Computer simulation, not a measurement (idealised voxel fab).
process module | voxel self aligned vias
cross-section cut | 290 nm wide | cells 5 nm
A cross-section is a grid of square cells, given in bands from the top down. A band is one or more rows of cells.
Each band's line starts with the height of the band's top and of its bottom, in nm. Then come its materials from left to right, each with its width in nm. One material with "throughout" fills the band from edge to edge. "air" is empty space.
Height 0 is the level under which the wafer as received is all one material. The lowest band goes on downwards, as in "0 down".
A width such as "30 to 40" changes by the same amount from each row of cells to the next, from the band's top row to its bottom row.
"no change" after a step means that no cell of the cross-section changed.
closed voids: empty space of 8 cells or more with no open way to the top, each as width x height at its distance from the left edge, in nm
after a step's settings: what the simulator itself notes on the step
overlay nm, on a step with a mask: how far to the right of its planned place the mask lay; to the left if negative
plan
1 op RECEIVE | material Si
2 op CONFORMAL_DEP | material SiO2 | thk nm 15
3 op CONFORMAL_DEP | material SiCN | thk nm 5
4 op DIRECTIONAL_DEP | material SiO2 | thk nm 20
5 op PATTERN | tone open | mask id LINES | material resist | width nm 30 | pitch nm 70 | thk nm 15 | overlay nm 0
6 op DIRECTIONAL_ETCH | etch materials SiO2 | depth nm 20
7 op STRIP | etch materials resist
8 op CONFORMAL_DEP | material TiN | thk nm 5
9 op FILL_DEP | material W | thk nm 5
10 op CMP | height nm 40
11 op SELECTIVE_ETCH | etch materials W Ru TiN | depth nm 5
12 op FILL_DEP | material SiN | thk nm 5
13 op CMP | height nm 40
14 op DIRECTIONAL_DEP | material SiO2 | thk nm 20
15 op MASKED_ETCH | tone open | mask id VIAS | width nm 40 | pitch nm 70 | etch materials SiO2 | depth nm 20 | overlay nm 0
16 op MASKED_ETCH | tone open | mask id VIAS | width nm 40 | pitch nm 70 | etch materials SiN | depth nm 5 | overlay nm 0
17 op CONFORMAL_DEP | material TiN | thk nm 5
18 op FILL_DEP | material Cu | thk nm 5
19 op CMP | height nm 60
20 op CONFORMAL_DEP | material SiN | thk nm 5
as received, after step 1
  0 down: Si throughout
  closed voids: none
first wafer at the end, as planned
  65 to 60: SiN throughout
  60 to 45: SiO2 55 | TiN 5 | Cu 30 | TiN 5 | SiO2 30 | TiN 5 | Cu 30 | TiN 5 | SiO2 30 | TiN 5 | Cu 30 | TiN 5 | SiO2 55
  45 to 40: SiO2 55 | TiN 10 | Cu 20 | TiN 10 | SiO2 30 | TiN 10 | Cu 20 | TiN 10 | SiO2 30 | TiN 10 | Cu 20 | TiN 10 | SiO2 55
  40 to 35: SiO2 60 | TiN 30 | SiO2 40 | TiN 30 | SiO2 40 | TiN 30 | SiO2 60
  35 to 25: SiO2 60 | TiN 5 | W 20 | TiN 5 | SiO2 40 | TiN 5 | W 20 | TiN 5 | SiO2 40 | TiN 5 | W 20 | TiN 5 | SiO2 60
  25 to 20: SiO2 60 | TiN 30 | SiO2 40 | TiN 30 | SiO2 40 | TiN 30 | SiO2 60
  20 to 15: SiCN throughout
  15 to 0: SiO2 throughout
  0 down: Si throughout
  closed voids: none
second wafer at the end: like start, like plan, one mistake
  65 to 60: SiN throughout
  60 to 45: SiO2 55 | TiN 5 | Cu 30 | TiN 5 | SiO2 30 | TiN 5 | Cu 30 | TiN 5 | SiO2 30 | TiN 5 | Cu 30 | TiN 5 | SiO2 55
  45 to 40: SiO2 55 | TiN 15 | Cu 15 | TiN 10 | SiO2 30 | TiN 15 | Cu 15 | TiN 10 | SiO2 30 | TiN 15 | Cu 15 | TiN 10 | SiO2 55
  40 to 35: SiO2 60 | SiN 5 | TiN 25 | SiO2 40 | SiN 5 | TiN 25 | SiO2 40 | SiN 5 | TiN 25 | SiO2 60
  35 to 25: SiO2 60 | TiN 5 | W 20 | TiN 5 | SiO2 40 | TiN 5 | W 20 | TiN 5 | SiO2 40 | TiN 5 | W 20 | TiN 5 | SiO2 60
  25 to 20: SiO2 60 | TiN 30 | SiO2 40 | TiN 30 | SiO2 40 | TiN 30 | SiO2 60
  20 to 15: SiCN throughout
  15 to 0: SiO2 throughout
  0 down: Si throughout
  closed voids: none
what went wrong: step 16 ran as: op MASKED_ETCH | tone open | mask id VIAS | width nm 40 | pitch nm 70 | etch materials SiN | depth nm 5 | overlay nm 10
at the end the second wafer has, in cells: 3 fewer of Cu | 3 more of SiN
